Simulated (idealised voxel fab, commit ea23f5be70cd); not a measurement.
voxel spacer lines: a process module
The width of the displayed cross-section, cut, is 150 nm; its cells are square, with a size of 5 nm.
Cross-section = grid of square cells, listed top down in bands; band = one or more rows. Top height, bottom height, nm. Materials left to right, width each, nm. Single material + "full width" = fills band edge to edge. "blank" = empty. Heights from 0 (as-received wafer is one material below). Bottom band endless downward, as "0 and below". Top row gets the first number, bottom row gets the second, and each row in between changes by the same step: that is how a band width like "30..40" works. Step note "no change occurred" = no cross-section cell changed. "Enclosed internal cavities" lists enclosed empty spaces (at least 8 cells, no open path upward to the top), each as width x height at distance from the left edge, in nm. It should be noted that, on the line of a given step, the content following the step's settings is a remark produced by the simulator itself with respect to that step. Regarding "overlay nm": on a step with a mask, it is the distance the mask lay to the right of its planned place; a negative value places it to the left.
SET OUT BELOW ARE THE PLANNED STEPS OF THE PROCESS
1) RECEIVE with material Si
2) CONFORMAL_DEP with material Al2O3, thk nm 10
3) DIRECTIONAL_DEP with material TiN, thk nm 15
4) DIRECTIONAL_DEP with material polySi, thk nm 30
5) PATTERN with tone cover, mask id MANDREL, material resist, width nm 20, pitch nm 60, thk nm 40, overlay nm 0
6) DIRECTIONAL_ETCH with etch materials polySi, depth nm 30
7) STRIP with etch materials resist
8) CONFORMAL_DEP with material SiN, thk nm 10
9) DIRECTIONAL_ETCH with etch materials SiN, depth nm 10
10) STRIP with etch materials polySi
11) DIRECTIONAL_ETCH with etch materials TiN, depth nm 15
12) STRIP with etch materials SiN
13) FILL_DEP with material lowk, thk nm 10
14) CMP with height nm 25
HERE'S WHAT THE WAFER LOOKED LIKE IN CROSS-SECTION WHEN IT ARRIVED - THAT'S AFTER STEP 1
	0 and below | Si full width
	Enclosed internal cavities: none
WAFER AT MODULE END, IN SECTION. BEGAN AS ABOVE, PLANNED AS ABOVE, RUN WITH ONE MISTAKE
	25 down to 10 | lowk (20), TiN (10), lowk (20), TiN (10), lowk (20), TiN (10), lowk (20), TiN (10), lowk (30)
	10 down to 0 | Al2O3 full width
	0 and below | Si full width
	Enclosed internal cavities: none
Run error: planned and actual differ for step 5; actual: PATTERN with tone cover, mask id MANDREL, material resist, width nm 20, pitch nm 60, thk nm 40, overlay nm -5
